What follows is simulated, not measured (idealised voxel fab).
You're looking at the process module voxel ribs on slabs.
Square cell edge 5 nm, section width 155 nm, ID cut.
For the purposes of this document, a cross-section shall be understood as a grid of square cells, specified as bands listed in top-to-bottom order, each band consisting of one or more rows of cells.
For a band, the entry starts with two heights in nm, that of the top and then that of the bottom, and carries on with the band's materials in order from left to right, each alongside its width in nm; the word "full width" beside a single material means it fills the band edge to edge, and "empty" means empty space.
The reference from which all heights are counted is 0, the level beneath which the as-received wafer is entirely one material; the lowest band, having no lower bound, proceeds downward and is written after the example "0 nm and below".
Note: "30 to 40" means the width goes from the first number (top row of the band) to the second number (bottom row) in equal steps per row of cells.
For the purposes of this document, the phrase "nothing altered" attached to a step denotes that no cell within the cross-section was modified by that step.
Enclosed void list: empty space of 8 cells or more with no open way to the top, each as width x height at its distance from the left edge, in nm
Text after the settings on a step's line: the simulator's own remark on that step.
The line of a step may include "overlay nm". On a step with a mask, this value is how far to the right of its planned place the mask lay. A negative value means the mask lay to the left.

The planned process steps are enumerated hereunder
1 RECEIVE | material Si
2 DIRECTIONAL_DEP | material SiO2 | thk nm 20
3 DIRECTIONAL_DEP | material SiN | thk nm 20
4 PATTERN | tone cover | mask id RIB | material resist | width nm 15 | thk nm 15 | overlay nm 0
5 DIRECTIONAL_ETCH | etch materials SiN | depth nm 10
6 STRIP | etch materials resist
7 MASKED_ETCH | tone cover | mask id SLAB | width nm 75 | etch materials SiN | depth nm 10 | overlay nm 0
8 FILL_DEP | material SiO2 | thk nm 25
9 CMP | height nm 60
10 DIRECTIONAL_DEP | material TiN | thk nm 5
11 PATTERN | tone cover | mask id HEATER | material resist | width nm 25 | thk nm 20 | overlay nm 0
12 DIRECTIONAL_ETCH | etch materials TiN | depth nm 5
13 STRIP | etch materials resist
14 CONFORMAL_DEP | material SiN | thk nm 10

The first of the two wafers, which ran as planned

As received (post step 1): cross-section
  0 nm and below = Si full width
  Enclosed void list: none

You're looking at a cross-section of the wafer after step 2
  20 nm to 0 nm = SiO2 full width
  Whatever lies below 0 is exactly as it was before.

You're looking at a cross-section of the wafer after step 3
  40 nm to 20 nm = SiN full width
  Whatever lies below 20 is exactly as it was before.

You're looking at a cross-section of the wafer after step 4
  55 nm to 40 nm = empty: 70  resist: 15  empty: 70
  Whatever lies below 40 is exactly as it was before.

You're looking at a cross-section of the wafer after step 5
  55 nm to 40 nm = empty: 70  resist: 15  empty: 70
  40 nm to 30 nm = empty: 70  SiN: 15  empty: 70
  Whatever lies below 30 is exactly as it was before.

You're looking at a cross-section of the wafer after step 6
  40 nm to 30 nm = empty: 70  SiN: 15  empty: 70
  Whatever lies below 30 is exactly as it was before.

You're looking at a cross-section of the wafer after step 7
  40 nm to 30 nm = empty: 70  SiN: 15  empty: 70
  30 nm to 20 nm = empty: 40  SiN: 75  empty: 40
  Whatever lies below 20 is exactly as it was before.

You're looking at a cross-section of the wafer after step 8
  65 nm to 40 nm = SiO2 full width
  40 nm to 30 nm = SiO2: 70  SiN: 15  SiO2: 70
  30 nm to 20 nm = SiO2: 40  SiN: 75  SiO2: 40
  Whatever lies below 20 is exactly as it was before.

You're looking at a cross-section of the wafer after step 9
  60 nm to 40 nm = SiO2 full width
  Whatever lies below 40 is exactly as it was before.

You're looking at a cross-section of the wafer after step 10
  65 nm to 60 nm = TiN full width
  Whatever lies below 60 is exactly as it was before.

You're looking at a cross-section of the wafer after step 11
  85 nm to 65 nm = empty: 65  resist: 25  empty: 65
  Whatever lies below 65 is exactly as it was before.

You're looking at a cross-section of the wafer after step 12
  85 nm to 65 nm = empty: 65  resist: 25  empty: 65
  65 nm to 60 nm = empty: 65  TiN: 25  empty: 65
  Whatever lies below 60 is exactly as it was before.

You're looking at a cross-section of the wafer after step 13
  65 nm to 60 nm = empty: 65  TiN: 25  empty: 65
  Whatever lies below 60 is exactly as it was before.

You're looking at a cross-section of the wafer after step 14
  75 nm to 70 nm = empty: 55  SiN: 45  empty: 55
  70 nm to 65 nm = SiN full width
  65 nm to 60 nm = SiN: 65  TiN: 25  SiN: 65
  Whatever lies below 60 is exactly as it was before.

The remaining wafer, second of the two, started like the first and was run to the same plan, except that one mistake was made along the way; the two coincide through step 3, inclusive

When step 4 should have ended
  55 nm to 40 nm = resist: 70  empty: 15  resist: 70
  Whatever lies below 40 is exactly as it was before.

When step 5 should have ended
  55 nm to 40 nm = resist: 70  empty: 15  resist: 70
  40 nm to 30 nm = SiN: 70  empty: 15  SiN: 70
  Whatever lies below 30 is exactly as it was before.

When step 6 should have ended
  40 nm to 30 nm = SiN: 70  empty: 15  SiN: 70
  Whatever lies below 30 is exactly as it was before.

When step 7 should have ended
  40 nm to 30 nm = empty: 40  SiN: 30  empty: 15  SiN: 30  empty: 40
  Whatever lies below 30 is exactly as it was before.

When step 8 should have ended
  65 nm to 40 nm = SiO2 full width
  40 nm to 30 nm = SiO2: 40  SiN: 30  SiO2: 15  SiN: 30  SiO2: 40
  Whatever lies below 30 is exactly as it was before.

When step 9 should have ended
  60 nm to 40 nm = SiO2 full width
  Whatever lies below 40 is exactly as it was before.

When step 10 should have ended
  65 nm to 60 nm = TiN full width
  Whatever lies below 60 is exactly as it was before.

When step 11 should have ended
  85 nm to 65 nm = empty: 65  resist: 25  empty: 65
  Whatever lies below 65 is exactly as it was before.

When step 12 should have ended
  85 nm to 65 nm = empty: 65  resist: 25  empty: 65
  65 nm to 60 nm = empty: 65  TiN: 25  empty: 65
  Whatever lies below 60 is exactly as it was before.

When step 13 should have ended
  65 nm to 60 nm = empty: 65  TiN: 25  empty: 65
  Whatever lies below 60 is exactly as it was before.

When step 14 should have ended
  75 nm to 70 nm = empty: 55  SiN: 45  empty: 55
  70 nm to 65 nm = SiN full width
  65 nm to 60 nm = SiN: 65  TiN: 25  SiN: 65
  Whatever lies below 60 is exactly as it was before.
Diagnosis: rather than as planned, step 4 actually ran as PATTERN | tone open | mask id RIB | material resist | width nm 15 | thk nm 15 | overlay nm 0
End of process, cell counts, second wafer against first, materials with more or fewer: 50 more of SiN | 50 fewer of SiO2
